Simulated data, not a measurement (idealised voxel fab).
The name of this process module is voxel lift off.
The cross-section shown here is cut; it is 150 nm wide and divided into square cells measuring 5 nm on a side.
Think of the cross-section as a grid of square cells. We describe it in bands, top to bottom, and each band covers one or more rows of those cells.
A band entry consists of two parts. The first gives the height of the band's top and the height of its bottom, in nm. The rest lists the band's materials from left to right, each with its width in nm. A single material labelled with the word "full width" fills the band from edge to edge, and the word "empty" marks empty space.
A quick word on heights: they are counted from 0, and under that level the wafer as it came to us is one material throughout. The lowest band is different from the rest in having no bottom; it simply continues downward, written as in "0..down".
The expression "30..40" gives the width at the extremes of the band, the first number at its top row of cells and the second at its bottom row, with the width changing by equal amounts from each row to the next in between.
A step reported as "nothing different" is a step in which no cell of the cross-section changed.
Trapped voids: empty space of 8 cells or more with no open way to the top, each as width x height at its distance from the left edge, in nm
That trailing text on a step's line, after the settings, is the simulator's own remark on the step.
overlay nm: right-of-plan distance of the mask on a masked step; negative values mean left-of-plan.

-- The process steps that were planned are listed below
1. RECEIVE,material Si
2. CONFORMAL_DEP,material SiO2,thk nm 15
3. PATTERN,tone open,mask id LINES,material resist,width nm 25,pitch nm 45,thk nm 20,overlay nm 0
4. DIRECTIONAL_DEP,material Ru,thk nm 5
5. STRIP,etch materials resist
6. CONFORMAL_DEP,material SiN,thk nm 5

-- Shown in cross-section is the wafer as received, that is, as it stands after step 1
* 0..down: Si full width
* Trapped voids: none

-- Post-module cross-section of the first of two wafers (run per plan)
* 25..20: empty (35), then SiN (35), then empty (10), then SiN (35), then empty (35)
* 20..15: SiN (40), then Ru (25), then SiN (20), then Ru (25), then SiN (40)
* 15..0: SiO2 full width
* 0..down: Si full width
* Trapped voids: none

-- Cross-section at end of module for the second wafer of two, which matched the first in starting point and plan and differed by one mistake in its processing
* 20..15: SiN full width
* 15..0: SiO2 full width
* 0..down: Si full width
* Trapped voids: none
Where did the run depart from the plan? heads up, step 4 of the plan was skipped and never actually ran
Looking at both finished wafers in cells, the second ends up ahead of or behind the first on some materials: 10 fewer of Ru | 4 fewer of SiN
